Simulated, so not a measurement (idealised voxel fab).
Herein follows the process module entitled voxel self aligned vias.
The width of the displayed cross-section, cut, is 280 nm; its cells are square, with a size of 5 nm.
A cross-section in this document is a grid of square cells, and it is written down as bands, the top band listed before the ones below it; a band is made up of one or more rows of cells. Heads up on the band format: heights come first, top then bottom, in nm. After that it's the materials left to right, each with its width in nm. A single material flagged "edge to edge" fills the whole band edge to edge, and "air" means there's empty space there. Note: height 0 marks the level under which the wafer is uniformly one material as received. Lowest band unbounded below, written "top 0, no bottom". Quick explanation for "30 to 40": the width changes in equal steps down the rows of cells, from the first number in the band's top row to the second number in its bottom row. When a step is marked "no change", none of the cells in the cross-section changed during that step. "Trapped voids" lists enclosed empty spaces (at least 8 cells, no open path upward to the top), each as width x height at distance from the left edge, in nm. Anything after a step's settings on that line? It's the simulator's own note about the step. A step line may carry the setting "overlay nm", which, for steps involving a mask, states the distance by which the mask lay to the right of its intended position; negative values denote displacement to the left.

**Planned process steps**
1. RECEIVE with material Si
2. CONFORMAL_DEP with material SiO2, thk nm 10
3. CONFORMAL_DEP with material SiCN, thk nm 5
4. DIRECTIONAL_DEP with material SiO2, thk nm 30
5. MASKED_ETCH with tone open, mask id LINES, width nm 30, pitch nm 70, etch materials SiO2, depth nm 30, overlay nm 0
6. CONFORMAL_DEP with material TiN, thk nm 5
7. FILL_DEP with material Ru, thk nm 10
8. CMP with height nm 45
9. SELECTIVE_ETCH with etch materials W Ru TiN, depth nm 5
10. FILL_DEP with material SiN, thk nm 5
11. CMP with height nm 45
12. DIRECTIONAL_DEP with material SiO2, thk nm 20
13. MASKED_ETCH with tone open, mask id VIAS, width nm 50, etch materials SiO2, depth nm 20, overlay nm 0
14. MASKED_ETCH with tone open, mask id VIAS, width nm 50, etch materials SiN, depth nm 5, overlay nm 0
15. CONFORMAL_DEP with material TiN, thk nm 5
16. FILL_DEP with material W, thk nm 10
17. CMP with height nm 65
18. CONFORMAL_DEP with material SiCN, thk nm 5

**Cross-section: wafer on arrival = after step 1**
- top 0, no bottom  Si edge to edge
- Trapped voids: none

**The plan above was carried out on the starting structure above with one mistake, and this cross-section shows the wafer at the end of the module**
- top 70, bottom 65  SiCN edge to edge
- top 65, bottom 50  80 SiO2, then 5 TiN, then 40 W, then 5 TiN, then 150 SiO2
- top 50, bottom 45  80 SiO2, then 5 TiN, then 20 W, then 25 TiN, then 150 SiO2
- top 45, bottom 40  80 SiO2, then 30 TiN, then 40 SiO2, then 30 SiN, then 100 SiO2
- top 40, bottom 20  80 SiO2, then 5 TiN, then 20 Ru, then 5 TiN, then 40 SiO2, then 5 TiN, then 20 Ru, then 5 TiN, then 100 SiO2
- top 20, bottom 15  80 SiO2, then 30 TiN, then 40 SiO2, then 30 TiN, then 100 SiO2
- top 15, bottom 10  SiCN edge to edge
- top 10, bottom 0  SiO2 edge to edge
- top 0, no bottom  Si edge to edge
- Trapped voids: none
Error vs. plan: step 5 did not use the planned setting and instead ran as MASKED_ETCH with tone open, mask id LINES, width nm 30, pitch nm 70, etch materials SiO2, depth nm 30, overlay nm -10
